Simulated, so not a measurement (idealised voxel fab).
Proc. module: voxel transistor to metal
In the cross-section labelled cut, the width is 180 nm and each square cell is 5 nm.
Throughout this document, each cross-section is represented as a grid of square cells and is presented as a sequence of bands enumerated from the top downward, where a band comprises one or more rows of cells.
Read a band's entry like this: the first values are the height of its top and the height of its bottom in nm, and what follows is the sequence of materials from left to right, each with its width in nm. Note that "blank" is empty space, and that a single material marked "edge to edge" reaches across the band from edge to edge.
Beneath 0, the wafer as received is one material, and that level is where height counting begins. The lowest band goes on downward without a bottom; it is written like "top 0, no bottom".
A width given as "30 to 40" starts at the first number in the band's top row and ends at the second number in its bottom row, shifting by an equal amount at every step from row to row.
The designation "left unchanged", where it is given for a processing step, indicates that no cell of the cross-section was altered in the course of that step.
Reported under the label "Enclosed internal voids" are the empty spaces having no open way to the top and comprising 8 cells or more; the notation for each is width x height at distance, in which the distance is measured from the left edge and all three values are in nm.
If you see something after the settings on a step's line, that's the simulator's own remark about that step.
The setting "overlay nm" may be written on the line of a step. When the step uses a mask, the value reports how far to the right of the planned place the mask lay, and a negative value reports that it lay to the left.
What follows is a series of pairs. Each pair shows a cross-section before one process step and the cross-section after it, and the after view is drawn only down to the lowest band that changed. Beneath each pair is the step that lies between the two, with its settings. Pairs may come from different runs of this module on the same starting wafer, so a pair continues from the one above it only where its entry headed "Prior state" says so.

Prior state:
    top 55, bottom 45 | SiO2 edge to edge
    top 45, bottom 30 | SiO2: 60, SiN: 10, SiO2: 5, SiCN: 25, SiO2: 5, SiN: 10, SiO2: 65
    top 30, bottom 5 | SiO2: 60, SiN: 10, SiO2: 5, polySi: 25, SiO2: 5, SiN: 10, SiO2: 65
    top 5, bottom 0 | SiO2: 30, SiN: 10, SiO2: 20, SiN: 10, SiO2: 5, polySi: 25, SiO2: 5, SiN: 10, SiO2: 20, SiN: 10, SiO2: 35
    top 0, bottom -5 | SiO2: 40, SiGe: 20, SiO2: 55, SiGe: 20, SiO2: 45
    top -5, bottom -35 | SiO2: 35, Si: 105, SiO2: 40
    top -35, no bottom | Si edge to edge
    Enclosed internal voids: none

Section After Processing:
    top 70, bottom 55 | resist: 40, blank: 25, resist: 45, blank: 25, resist: 45
    Below 55 it's all the same as before, nothing changed down there.
    Enclosed internal voids: none
What sits between those two cross-sections? PATTERN [tone open] [mask id CONTACT] [material resist] [width nm 25] [pitch nm 70] [thk nm 15] [overlay nm 0]

Prior state: the cross-section after the pair above

Section After Processing:
    top 70, bottom 55 | resist: 40, blank: 25, resist: 45, blank: 25, resist: 45
    top 55, bottom 45 | SiO2: 40, blank: 25, SiO2: 45, blank: 25, SiO2: 45
    top 45, bottom 30 | SiO2: 40, blank: 20, SiN: 10, SiO2: 5, SiCN: 25, SiO2: 5, SiN: 10, blank: 20, SiO2: 45
    top 30, bottom 5 | SiO2: 40, blank: 20, SiN: 10, SiO2: 5, polySi: 25, SiO2: 5, SiN: 10, blank: 20, SiO2: 45
    top 5, bottom 0 | SiO2: 30, SiN: 10, blank: 20, SiN: 10, SiO2: 5, polySi: 25, SiO2: 5, SiN: 10, blank: 20, SiN: 10, SiO2: 35
    Below 0 it's all the same as before, nothing changed down there.
    Enclosed internal voids: none
What sits between those two cross-sections? DIRECTIONAL_ETCH [etch materials SiO2] [depth nm 55]

Prior state: the cross-section after the pair above

Section After Processing:
    top 55, bottom 45 | SiO2: 40, blank: 25, SiO2: 45, blank: 25, SiO2: 45
    Below 45 it's all the same as before, nothing changed down there.
    Enclosed internal voids: none
What sits between those two cross-sections? STRIP [etch materials resist]

Prior state: the cross-section after the pair above

Section After Processing:
    top 60, bottom 55 | TiN: 45, blank: 15, TiN: 55, blank: 15, TiN: 50
    top 55, bottom 45 | SiO2: 40, TiN: 5, blank: 15 to 10, TiN: 5 to 10, SiO2: 45, TiN: 5 to 10, blank: 15 to 10, TiN: 5, SiO2: 45
    top 45, bottom 30 | SiO2: 40, TiN: 5, blank: 10, TiN: 5, SiN: 10, SiO2: 5, SiCN: 25, SiO2: 5, SiN: 10, TiN: 5, blank: 10, TiN: 5, SiO2: 45
    top 30, bottom 5 | SiO2: 40, TiN: 5, blank: 10, TiN: 5, SiN: 10, SiO2: 5, polySi: 25, SiO2: 5, SiN: 10, TiN: 5, blank: 10, TiN: 5, SiO2: 45
    top 5, bottom 0 | SiO2: 30, SiN: 10, TiN: 20, SiN: 10, SiO2: 5, polySi: 25, SiO2: 5, SiN: 10, TiN: 20, SiN: 10, SiO2: 35
    Below 0 it's all the same as before, nothing changed down there.
    Enclosed internal voids: none
What sits between those two cross-sections? CONFORMAL_DEP [material TiN] [thk nm 5]

Prior state: the cross-section after the pair above

Section After Processing:
    top 70, bottom 60 | Ru edge to edge
    top 60, bottom 55 | TiN: 45, Ru: 15, TiN: 55, Ru: 15, TiN: 50
    top 55, bottom 45 | SiO2: 40, TiN: 5, Ru: 15 to 10, TiN: 5 to 10, SiO2: 45, TiN: 5 to 10, Ru: 15 to 10, TiN: 5, SiO2: 45
    top 45, bottom 30 | SiO2: 40, TiN: 5, Ru: 10, TiN: 5, SiN: 10, SiO2: 5, SiCN: 25, SiO2: 5, SiN: 10, TiN: 5, Ru: 10, TiN: 5, SiO2: 45
    top 30, bottom 5 | SiO2: 40, TiN: 5, Ru: 10, TiN: 5, SiN: 10, SiO2: 5, polySi: 25, SiO2: 5, SiN: 10, TiN: 5, Ru: 10, TiN: 5, SiO2: 45
    Below 5 it's all the same as before, nothing changed down there.
    Enclosed internal voids: none
What sits between those two cross-sections? FILL_DEP [material Ru] [thk nm 10]

Prior state: the cross-section after the pair above

Section After Processing:
    top 55, bottom 45 | SiO2: 40, TiN: 5, Ru: 15 to 10, TiN: 5 to 10, SiO2: 45, TiN: 5 to 10, Ru: 15 to 10, TiN: 5, SiO2: 45
    Below 45 it's all the same as before, nothing changed down there.
    Enclosed internal voids: none
What sits between those two cross-sections? CMP [height nm 55]

Prior state: the cross-section after the pair above

Section After Processing:
    top 60, bottom 55 | SiCN edge to edge
    Below 55 it's all the same as before, nothing changed down there.
    Enclosed internal voids: none
What sits between those two cross-sections? CONFORMAL_DEP [material SiCN] [thk nm 5]

Prior state: the cross-section after the pair above

Section After Processing:
    top 85, bottom 60 | SiO2 edge to edge
    Below 60 it's all the same as before, nothing changed down there.
    Enclosed internal voids: none
What sits between those two cross-sections? DIRECTIONAL_DEP [material SiO2] [thk nm 25]

Prior state: the cross-section after the pair above

Section After Processing:
    top 100, bottom 85 | resist: 35, blank: 20, resist: 65, blank: 20, resist: 40
    Below 85 it's all the same as before, nothing changed down there.
    Enclosed internal voids: none
What sits between those two cross-sections? PATTERN [tone open] [mask id METAL_1] [material resist] [width nm 20] [pitch nm 85] [thk nm 15] [overlay nm 0]

Prior state: the cross-section after the pair above

Section After Processing:
    top 100, bottom 85 | resist: 35, blank: 20, resist: 65, blank: 20, resist: 40
    top 85, bottom 60 | SiO2: 35, blank: 20, SiO2: 65, blank: 20, SiO2: 40
    Below 60 it's all the same as before, nothing changed down there.
    Enclosed internal voids: none
What sits between those two cross-sections? DIRECTIONAL_ETCH [etch materials SiO2] [depth nm 25]

Prior state: the cross-section after the pair above

Section After Processing:
    top 100, bottom 85 | resist: 35, blank: 20, resist: 65, blank: 20, resist: 40
    top 85, bottom 60 | SiO2: 35, blank: 20, SiO2: 65, blank: 20, SiO2: 40
    top 60, bottom 55 | SiCN: 35, blank: 20, SiCN: 65, blank: 20, SiCN: 40
    Below 55 it's all the same as before, nothing changed down there.
    Enclosed internal voids: none
What sits between those two cross-sections? DIRECTIONAL_ETCH [etch materials SiCN] [depth nm 5]

Prior state: the cross-section after the pair above

Section After Processing:
    top 85, bottom 60 | SiO2: 35, blank: 20, SiO2: 65, blank: 20, SiO2: 40
    Below 60 it's all the same as before, nothing changed down there.
    Enclosed internal voids: none
What sits between those two cross-sections? STRIP [etch materials resist]

Prior state: the cross-section after the pair above

Section After Processing:
    top 90, bottom 85 | TiN: 40, blank: 10, TiN: 75, blank: 10, TiN: 45
    top 85, bottom 60 | SiO2: 35, TiN: 5, blank: 10, TiN: 5, SiO2: 65, TiN: 5, blank: 10, TiN: 5, SiO2: 40
    top 60, bottom 55 | SiCN: 35, TiN: 20, SiCN: 65, TiN: 20, SiCN: 40
    Below 55 it's all the same as before, nothing changed down there.
    Enclosed internal voids: none
What sits between those two cross-sections? CONFORMAL_DEP [material TiN] [thk nm 5]

Prior state: the cross-section after the pair above

Section After Processing:
    top 95, bottom 90 | Ru edge to edge
    top 90, bottom 85 | TiN: 40, Ru: 10, TiN: 75, Ru: 10, TiN: 45
    top 85, bottom 60 | SiO2: 35, TiN: 5, Ru: 10, TiN: 5, SiO2: 65, TiN: 5, Ru: 10, TiN: 5, SiO2: 40
    Below 60 it's all the same as before, nothing changed down there.
    Enclosed internal voids: none
What sits between those two cross-sections? FILL_DEP [material Ru] [thk nm 5]

Prior state: the cross-section after the pair above

Section After Processing:
    top 85, bottom 60 | SiO2: 35, TiN: 5, Ru: 10, TiN: 5, SiO2: 65, TiN: 5, Ru: 10, TiN: 5, SiO2: 40
    Below 60 it's all the same as before, nothing changed down there.
    Enclosed internal voids: none
What sits between those two cross-sections? CMP [height nm 85]

Prior state: the cross-section after the pair above

Section After Processing:
    top 90, bottom 85 | SiCN edge to edge
    Below 85 it's all the same as before, nothing changed down there.
    Enclosed internal voids: none
What sits between those two cross-sections? CONFORMAL_DEP [material SiCN] [thk nm 5]

Prior state: the cross-section after the pair above

Section After Processing:
    top 120, bottom 90 | lowk edge to edge
    Below 90 it's all the same as before, nothing changed down there.
    Enclosed internal voids: none
What sits between those two cross-sections? DIRECTIONAL_DEP [material lowk] [thk nm 30]

Prior state: the cross-section after the pair above

Section After Processing:
    top 135, bottom 120 | resist: 35, blank: 20, resist: 65, blank: 20, resist: 40
    Below 120 it's all the same as before, nothing changed down there.
    Enclosed internal voids: none
What sits between those two cross-sections? PATTERN [tone open] [mask id METAL_2] [material resist] [width nm 20] [pitch nm 85] [thk nm 15] [overlay nm 0]

Prior state: the cross-section after the pair above

Section After Processing:
    top 135, bottom 120 | resist: 35, blank: 20, resist: 65, blank: 20, resist: 40
    top 120, bottom 105 | lowk: 35, blank: 20, lowk: 65, blank: 20, lowk: 40
    Below 105 it's all the same as before, nothing changed down there.
    Enclosed internal voids: none
What sits between those two cross-sections? DIRECTIONAL_ETCH [etch materials lowk] [depth nm 15]

Prior state: the cross-section after the pair above

Section After Processing:
    top 120, bottom 105 | lowk: 35, blank: 20, lowk: 65, blank: 20, lowk: 40
    Below 105 it's all the same as before, nothing changed down there.
    Enclosed internal voids: none
What sits between those two cross-sections? STRIP [etch materials resist]

Prior state: the cross-section after the pair above

Section After Processing:
    top 130, bottom 120 | aC: 35, blank: 20, aC: 65, blank: 20, aC: 40
    top 120, bottom 115 | lowk: 35, blank: 20, lowk: 65, blank: 20, lowk: 40
    top 115, bottom 105 | lowk: 35, aC: 20, lowk: 65, aC: 20, lowk: 40
    Below 105 it's all the same as before, nothing changed down there.
    Enclosed internal voids: none
What sits between those two cross-sections? DIRECTIONAL_DEP [material aC] [thk nm 10]

Prior state: the cross-section after the pair above

Section After Processing:
    top 155, bottom 130 | resist: 35, blank: 15, resist: 70, blank: 15, resist: 45
    top 130, bottom 120 | aC: 35, blank: 15, resist: 5, aC: 65, blank: 15, resist: 5, aC: 40
    top 120, bottom 115 | lowk: 35, blank: 15, resist: 5, lowk: 65, blank: 15, resist: 5, lowk: 40
    Below 115 it's all the same as before, nothing changed down there.
    Enclosed internal voids: none
What sits between those two cross-sections? PATTERN [tone open] [mask id METAL_2_HOLES] [material resist] [width nm 15] [pitch nm 85] [thk nm 25] [overlay nm 0]

Prior state: the cross-section after the pair above

Section After Processing:
    top 145, bottom 130 | resist: 35, blank: 15, resist: 70, blank: 15, resist: 45
    top 130, bottom 120 | aC: 35, blank: 15, resist: 5, aC: 65, blank: 15, resist: 5, aC: 40
    top 120, bottom 115 | lowk: 35, blank: 15, resist: 5, lowk: 65, blank: 15, resist: 5, lowk: 40
    top 115, bottom 105 | lowk: 35, blank: 15, aC: 5, lowk: 65, blank: 15, aC: 5, lowk: 40
    Below 105 it's all the same as before, nothing changed down there.
    Enclosed internal voids: none
What sits between those two cross-sections? DIRECTIONAL_ETCH [etch materials aC] [depth nm 10]

Prior state: the cross-section after the pair above

Section After Processing:
    top 130, bottom 120 | aC: 35, blank: 20, aC: 65, blank: 20, aC: 40
    top 120, bottom 115 | lowk: 35, blank: 20, lowk: 65, blank: 20, lowk: 40
    Below 115 it's all the same as before, nothing changed down there.
    Enclosed internal voids: none
What sits between those two cross-sections? STRIP [etch materials resist]

Prior state: the cross-section after the pair above

Section After Processing:
    top 130, bottom 120 | aC: 35, blank: 20, aC: 65, blank: 20, aC: 40
    top 120, bottom 115 | lowk: 35, blank: 20, lowk: 65, blank: 20, lowk: 40
    top 115, bottom 105 | lowk: 35, blank: 15, aC: 5, lowk: 65, blank: 15, aC: 5, lowk: 40
    top 105, bottom 90 | lowk: 35, blank: 15, lowk: 70, blank: 15, lowk: 45
    Below 90 it's all the same as before, nothing changed down there.
    Enclosed internal voids: none
What sits between those two cross-sections? DIRECTIONAL_ETCH [etch materials lowk] [depth nm 15]

Prior state: the cross-section after the pair above

Section After Processing:
    top 130, bottom 120 | aC: 35, blank: 20, aC: 65, blank: 20, aC: 40
    top 120, bottom 115 | lowk: 35, blank: 20, lowk: 65, blank: 20, lowk: 40
    top 115, bottom 105 | lowk: 35, blank: 15, aC: 5, lowk: 65, blank: 15, aC: 5, lowk: 40
    top 105, bottom 90 | lowk: 35, blank: 15, lowk: 70, blank: 15, lowk: 45
    top 90, bottom 85 | SiCN: 35, blank: 15, SiCN: 70, blank: 15, SiCN: 45
    Below 85 it's all the same as before, nothing changed down there.
    Enclosed internal voids: none
What sits between those two cross-sections? DIRECTIONAL_ETCH [etch materials SiCN] [depth nm 5]

Prior state: the cross-section after the pair above

Section After Processing:
    top 120, bottom 105 | lowk: 35, blank: 20, lowk: 65, blank: 20, lowk: 40
    Below 105 it's all the same as before, nothing changed down there.
    Enclosed internal voids: none
What sits between those two cross-sections? STRIP [etch materials aC]

Prior state: the cross-section after the pair above

Section After Processing:
    top 125, bottom 120 | TiN: 40, blank: 10, TiN: 75, blank: 10, TiN: 45
    top 120, bottom 110 | lowk: 35, TiN: 5, blank: 10, TiN: 5, lowk: 65, TiN: 5, blank: 10, TiN: 5, lowk: 40
    top 110, bottom 105 | lowk: 35, TiN: 5, blank: 5, TiN: 10, lowk: 65, TiN: 5, blank: 5, TiN: 10, lowk: 40
    top 105, bottom 90 | lowk: 35, TiN: 5, blank: 5, TiN: 5, lowk: 70, TiN: 5, blank: 5, TiN: 5, lowk: 45
    top 90, bottom 85 | SiCN: 35, TiN: 15, SiCN: 70, TiN: 15, SiCN: 45
    Below 85 it's all the same as before, nothing changed down there.
    Enclosed internal voids: none
What sits between those two cross-sections? CONFORMAL_DEP [material TiN] [thk nm 5]

Prior state: the cross-section after the pair above

Section After Processing:
    top 130, bottom 125 | Ru edge to edge
    top 125, bottom 120 | TiN: 40, Ru: 10, TiN: 75, Ru: 10, TiN: 45
    top 120, bottom 110 | lowk: 35, TiN: 5, Ru: 10, TiN: 5, lowk: 65, TiN: 5, Ru: 10, TiN: 5, lowk: 40
    top 110, bottom 105 | lowk: 35, TiN: 5, Ru: 5, TiN: 10, lowk: 65, TiN: 5, Ru: 5, TiN: 10, lowk: 40
    top 105, bottom 90 | lowk: 35, TiN: 5, Ru: 5, TiN: 5, lowk: 70, TiN: 5, Ru: 5, TiN: 5, lowk: 45
    Below 90 it's all the same as before, nothing changed down there.
    Enclosed internal voids: none
What sits between those two cross-sections? FILL_DEP [material Ru] [thk nm 5]

Prior state: the cross-section after the pair above

Section After Processing:
    top 120, bottom 110 | lowk: 35, TiN: 5, Ru: 10, TiN: 5, lowk: 65, TiN: 5, Ru: 10, TiN: 5, lowk: 40
    Below 110 it's all the same as before, nothing changed down there.
    Enclosed internal voids: none
What sits between those two cross-sections? CMP [height nm 120]

Prior state: the cross-section after the pair above

Section After Processing:
    top 125, bottom 120 | SiCN edge to edge
    Below 120 it's all the same as before, nothing changed down there.
    Enclosed internal voids: none
What sits between those two cross-sections? CONFORMAL_DEP [material SiCN] [thk nm 5]

Prior state:
    top 120, bottom 90 | lowk edge to edge
    top 90, bottom 85 | SiCN edge to edge
    top 85, bottom 60 | SiO2: 35, TiN: 5, Ru: 10, TiN: 5, SiO2: 65, TiN: 5, Ru: 10, TiN: 5, SiO2: 40
    top 60, bottom 55 | SiCN: 35, TiN: 20, SiCN: 65, TiN: 20, SiCN: 40
    top 55, bottom 45 | SiO2: 35, TiN: 5, Ru: 25 to 15, TiN: 5 to 15, SiO2: 35, TiN: 5 to 15, Ru: 25 to 15, TiN: 5, SiO2: 40
    top 45, bottom 30 | SiO2: 35, TiN: 5, Ru: 15, TiN: 5, SiN: 10, SiO2: 5, SiCN: 25, SiO2: 5, SiN: 10, TiN: 5, Ru: 15, TiN: 5, SiO2: 40
    top 30, bottom 10 | SiO2: 35, TiN: 5, Ru: 15, TiN: 5, SiN: 10, SiO2: 5, polySi: 25, SiO2: 5, SiN: 10, TiN: 5, Ru: 15, TiN: 5, SiO2: 40
    top 10, bottom 5 | SiO2: 35, TiN: 10, Ru: 10, TiN: 5, SiN: 10, SiO2: 5, polySi: 25, SiO2: 5, SiN: 10, TiN: 5, Ru: 10, TiN: 10, SiO2: 40
    top 5, bottom 0 | SiO2: 30, SiN: 10, TiN: 20, SiN: 10, SiO2: 5, polySi: 25, SiO2: 5, SiN: 10, TiN: 20, SiN: 10, SiO2: 35
    top 0, bottom -5 | SiO2: 40, SiGe: 20, SiO2: 55, SiGe: 20, SiO2: 45
    top -5, bottom -35 | SiO2: 35, Si: 105, SiO2: 40
    top -35, no bottom | Si edge to edge
    Enclosed internal voids: none

Section After Processing:
    top 135, bottom 120 | resist: 25, blank: 20, resist: 65, blank: 20, resist: 50
    Below 120 it's all the same as before, nothing changed down there.
    Enclosed internal voids: none
What sits between those two cross-sections? PATTERN [tone open] [mask id METAL_2] [material resist] [width nm 20] [pitch nm 85] [thk nm 15] [overlay nm -10]

Prior state: the cross-section after the pair above

Section After Processing:
    top 135, bottom 120 | resist: 25, blank: 20, resist: 65, blank: 20, resist: 50
    top 120, bottom 105 | lowk: 25, blank: 20, lowk: 65, blank: 20, lowk: 50
    Below 105 it's all the same as before, nothing changed down there.
    Enclosed internal voids: none
What sits between those two cross-sections? DIRECTIONAL_ETCH [etch materials lowk] [depth nm 15]

Prior state: the cross-section after the pair above

Section After Processing:
    top 120, bottom 105 | lowk: 25, blank: 20, lowk: 65, blank: 20, lowk: 50
    Below 105 it's all the same as before, nothing changed down there.
    Enclosed internal voids: none
What sits between those two cross-sections? STRIP [etch materials resist]

Prior state: the cross-section after the pair above

Section After Processing:
    top 130, bottom 120 | aC: 25, blank: 20, aC: 65, blank: 20, aC: 50
    top 120, bottom 115 | lowk: 25, blank: 20, lowk: 65, blank: 20, lowk: 50
    top 115, bottom 105 | lowk: 25, aC: 20, lowk: 65, aC: 20, lowk: 50
    Below 105 it's all the same as before, nothing changed down there.
    Enclosed internal voids: none
What sits between those two cross-sections? DIRECTIONAL_DEP [material aC] [thk nm 10]

Prior state: the cross-section after the pair above

Section After Processing:
    top 155, bottom 130 | resist: 35, blank: 15, resist: 70, blank: 15, resist: 45
    top 130, bottom 120 | aC: 25, resist: 10, blank: 10, aC: 65, resist: 10, blank: 10, aC: 50
    top 120, bottom 115 | lowk: 25, resist: 10, blank: 10, lowk: 65, resist: 10, blank: 10, lowk: 50
    Below 115 it's all the same as before, nothing changed down there.
    Enclosed internal voids: none
What sits between those two cross-sections? PATTERN [tone open] [mask id METAL_2_HOLES] [material resist] [width nm 15] [pitch nm 85] [thk nm 25] [overlay nm 0]

Prior state: the cross-section after the pair above

Section After Processing:
    top 145, bottom 130 | resist: 35, blank: 15, resist: 70, blank: 15, resist: 45
    top 130, bottom 120 | aC: 25, resist: 10, blank: 15, aC: 60, resist: 10, blank: 15, aC: 45
    top 120, bottom 115 | lowk: 25, resist: 10, blank: 10, lowk: 65, resist: 10, blank: 10, lowk: 50
    top 115, bottom 105 | lowk: 25, aC: 10, blank: 10, lowk: 65, aC: 10, blank: 10, lowk: 50
    Below 105 it's all the same as before, nothing changed down there.
    Enclosed internal voids: none
What sits between those two cross-sections? DIRECTIONAL_ETCH [etch materials aC] [depth nm 10]

Prior state: the cross-section after the pair above

Section After Processing:
    top 130, bottom 120 | aC: 25, blank: 25, aC: 60, blank: 25, aC: 45
    top 120, bottom 115 | lowk: 25, blank: 20, lowk: 65, blank: 20, lowk: 50
    Below 115 it's all the same as before, nothing changed down there.
    Enclosed internal voids: none
What sits between those two cross-sections? STRIP [etch materials resist]

Prior state: the cross-section after the pair above

Section After Processing:
    top 130, bottom 120 | aC: 25, blank: 25, aC: 60, blank: 25, aC: 45
    top 120, bottom 115 | lowk: 25, blank: 25, lowk: 60, blank: 25, lowk: 45
    top 115, bottom 105 | lowk: 25, aC: 10, blank: 15, lowk: 60, aC: 10, blank: 15, lowk: 45
    top 105, bottom 90 | lowk: 35, blank: 10, lowk: 75, blank: 10, lowk: 50
    Below 90 it's all the same as before, nothing changed down there.
    Enclosed internal voids: none
What sits between those two cross-sections? DIRECTIONAL_ETCH [etch materials lowk] [depth nm 15]

Prior state: the cross-section after the pair above

Section After Processing:
    top 130, bottom 120 | aC: 25, blank: 25, aC: 60, blank: 25, aC: 45
    top 120, bottom 115 | lowk: 25, blank: 25, lowk: 60, blank: 25, lowk: 45
    top 115, bottom 105 | lowk: 25, aC: 10, blank: 15, lowk: 60, aC: 10, blank: 15, lowk: 45
    top 105, bottom 90 | lowk: 35, blank: 10, lowk: 75, blank: 10, lowk: 50
    top 90, bottom 85 | SiCN: 35, blank: 10, SiCN: 75, blank: 10, SiCN: 50
    Below 85 it's all the same as before, nothing changed down there.
    Enclosed internal voids: none
What sits between those two cross-sections? DIRECTIONAL_ETCH [etch materials SiCN] [depth nm 5]

Prior state: the cross-section after the pair above

Section After Processing:
    top 120, bottom 105 | lowk: 25, blank: 25, lowk: 60, blank: 25, lowk: 45
    Below 105 it's all the same as before, nothing changed down there.
    Enclosed internal voids: none
What sits between those two cross-sections? STRIP [etch materials aC]

Prior state: the cross-section after the pair above

Section After Processing:
    top 125, bottom 120 | TiN: 30, blank: 15, TiN: 70, blank: 15, TiN: 50
    top 120, bottom 110 | lowk: 25, TiN: 5, blank: 15, TiN: 5, lowk: 60, TiN: 5, blank: 15, TiN: 5, lowk: 45
    top 110, bottom 105 | lowk: 25, TiN: 25, lowk: 60, TiN: 25, lowk: 45
    top 105, bottom 90 | lowk: 35, TiN: 10, lowk: 75, TiN: 10, lowk: 50
    top 90, bottom 85 | SiCN: 35, TiN: 10, SiCN: 75, TiN: 10, SiCN: 50
    Below 85 it's all the same as before, nothing changed down there.
    Enclosed internal voids: none
What sits between those two cross-sections? CONFORMAL_DEP [material TiN] [thk nm 5]

Prior state: the cross-section after the pair above

Section After Processing:
    top 130, bottom 125 | Ru edge to edge
    top 125, bottom 120 | TiN: 30, Ru: 15, TiN: 70, Ru: 15, TiN: 50
    top 120, bottom 110 | lowk: 25, TiN: 5, Ru: 15, TiN: 5, lowk: 60, TiN: 5, Ru: 15, TiN: 5, lowk: 45
    Below 110 it's all the same as before, nothing changed down there.
    Enclosed internal voids: none
What sits between those two cross-sections? FILL_DEP [material Ru] [thk nm 5]

Prior state: the cross-section after the pair above

Section After Processing:
    top 120, bottom 110 | lowk: 25, TiN: 5, Ru: 15, TiN: 5, lowk: 60, TiN: 5, Ru: 15, TiN: 5, lowk: 45
    Below 110 it's all the same as before, nothing changed down there.
    Enclosed internal voids: none
What sits between those two cross-sections? CMP [height nm 120]

Prior state: the cross-section after the pair above

Section After Processing:
    top 125, bottom 120 | SiCN edge to edge
    Below 120 it's all the same as before, nothing changed down there.
    Enclosed internal voids: none
What sits between those two cross-sections? CONFORMAL_DEP [material SiCN] [thk nm 5]

Prior state:
    top 125, bottom 120 | TiN: 40, blank: 10, TiN: 75, blank: 10, TiN: 45
    top 120, bottom 110 | lowk: 35, TiN: 5, blank: 10, TiN: 5, lowk: 65, TiN: 5, blank: 10, TiN: 5, lowk: 40
    top 110, bottom 105 | lowk: 35, TiN: 5, blank: 5, TiN: 10, lowk: 65, TiN: 5, blank: 5, TiN: 10, lowk: 40
    top 105, bottom 90 | lowk: 35, TiN: 5, blank: 5, TiN: 5, lowk: 70, TiN: 5, blank: 5, TiN: 5, lowk: 45
    top 90, bottom 85 | SiCN: 35, TiN: 15, SiCN: 70, TiN: 15, SiCN: 45
    top 85, bottom 60 | SiO2: 35, TiN: 5, Ru: 10, TiN: 5, SiO2: 65, TiN: 5, Ru: 10, TiN: 5, SiO2: 40
    top 60, bottom 55 | SiCN: 35, TiN: 20, SiCN: 65, TiN: 20, SiCN: 40
    top 55, bottom 45 | SiO2: 35, TiN: 5, Ru: 25 to 15, TiN: 5 to 15, SiO2: 35, TiN: 5 to 15, Ru: 25 to 15, TiN: 5, SiO2: 40
    top 45, bottom 30 | SiO2: 35, TiN: 5, Ru: 15, TiN: 5, SiN: 10, SiO2: 5, SiCN: 25, SiO2: 5, SiN: 10, TiN: 5, Ru: 15, TiN: 5, SiO2: 40
    top 30, bottom 10 | SiO2: 35, TiN: 5, Ru: 15, TiN: 5, SiN: 10, SiO2: 5, polySi: 25, SiO2: 5, SiN: 10, TiN: 5, Ru: 15, TiN: 5, SiO2: 40
    top 10, bottom 5 | SiO2: 35, TiN: 10, Ru: 10, TiN: 5, SiN: 10, SiO2: 5, polySi: 25, SiO2: 5, SiN: 10, TiN: 5, Ru: 10, TiN: 10, SiO2: 40
    top 5, bottom 0 | SiO2: 30, SiN: 10, TiN: 20, SiN: 10, SiO2: 5, polySi: 25, SiO2: 5, SiN: 10, TiN: 20, SiN: 10, SiO2: 35
    top 0, bottom -5 | SiO2: 40, SiGe: 20, SiO2: 55, SiGe: 20, SiO2: 45
    top -5, bottom -35 | SiO2: 35, Si: 105, SiO2: 40
    top -35, no bottom | Si edge to edge
    Enclosed internal voids: none

Section After Processing:
    top 130, bottom 125 | lowk edge to edge
    top 125, bottom 120 | TiN: 40, lowk: 10, TiN: 75, lowk: 10, TiN: 45
    top 120, bottom 110 | lowk: 35, TiN: 5, lowk: 10, TiN: 5, lowk: 65, TiN: 5, lowk: 10, TiN: 5, lowk: 40
    top 110, bottom 105 | lowk: 35, TiN: 5, lowk: 5, TiN: 10, lowk: 65, TiN: 5, lowk: 5, TiN: 10, lowk: 40
    top 105, bottom 90 | lowk: 35, TiN: 5, lowk: 5, TiN: 5, lowk: 70, TiN: 5, lowk: 5, TiN: 5, lowk: 45
    Below 90 it's all the same as before, nothing changed down there.
    Enclosed internal voids: none
What sits between those two cross-sections? FILL_DEP [material lowk] [thk nm 5]

Prior state: the cross-section after the pair above

Section After Processing:
    top 120, bottom 110 | lowk: 35, TiN: 5, lowk: 10, TiN: 5, lowk: 65, TiN: 5, lowk: 10, TiN: 5, lowk: 40
    Below 110 it's all the same as before, nothing changed down there.
    Enclosed internal voids: none
What sits between those two cross-sections? CMP [height nm 120]

Prior state: the cross-section after the pair above

Section After Processing:
    top 125, bottom 120 | SiCN edge to edge
    Below 120 it's all the same as before, nothing changed down there.
    Enclosed internal voids: none
What sits between those two cross-sections? CONFORMAL_DEP [material SiCN] [thk nm 5]

Prior state:
    top 55, bottom 45 | SiO2 edge to edge
    top 45, bottom 30 | SiO2: 60, SiN: 10, SiO2: 5, SiCN: 25, SiO2: 5, SiN: 10, SiO2: 65
    top 30, bottom 5 | SiO2: 60, SiN: 10, SiO2: 5, polySi: 25, SiO2: 5, SiN: 10, SiO2: 65
    top 5, bottom 0 | SiO2: 30, SiN: 10, SiO2: 20, SiN: 10, SiO2: 5, polySi: 25, SiO2: 5, SiN: 10, SiO2: 20, SiN: 10, SiO2: 35
    top 0, bottom -5 | SiO2: 40, SiGe: 20, SiO2: 55, SiGe: 20, SiO2: 45
    top -5, bottom -35 | SiO2: 35, Si: 105, SiO2: 40
    top -35, no bottom | Si edge to edge
    Enclosed internal voids: none

Section After Processing:
    top 70, bottom 55 | blank: 35, resist: 35, blank: 35, resist: 35, blank: 40
    Below 55 it's all the same as before, nothing changed down there.
    Enclosed internal voids: none
What sits between those two cross-sections? PATTERN [tone cover] [mask id CONTACT] [material resist] [width nm 35] [pitch nm 70] [thk nm 15] [overlay nm 0]

Prior state: the cross-section after the pair above

Section After Processing:
    top 70, bottom 55 | blank: 35, resist: 35, blank: 35, resist: 35, blank: 40
    top 55, bottom 45 | blank: 35, SiO2: 35, blank: 35, SiO2: 35, blank: 40
    top 45, bottom 30 | blank: 35, SiO2: 25, SiN: 10, blank: 5, SiCN: 25, blank: 5, SiN: 10, SiO2: 25, blank: 40
    top 30, bottom 5 | blank: 35, SiO2: 25, SiN: 10, blank: 5, polySi: 25, blank: 5, SiN: 10, SiO2: 25, blank: 40
    top 5, bottom 0 | blank: 30, SiN: 10, SiO2: 20, SiN: 10, blank: 5, polySi: 25, blank: 5, SiN: 10, SiO2: 20, SiN: 10, blank: 35
    Below 0 it's all the same as before, nothing changed down there.
    Enclosed internal voids: none
What sits between those two cross-sections? DIRECTIONAL_ETCH [etch materials SiO2] [depth nm 55]

Prior state: the cross-section after the pair above

Section After Processing:
    top 55, bottom 45 | blank: 35, SiO2: 35, blank: 35, SiO2: 35, blank: 40
    Below 45 it's all the same as before, nothing changed down there.
    Enclosed internal voids: none
What sits between those two cross-sections? STRIP [etch materials resist]
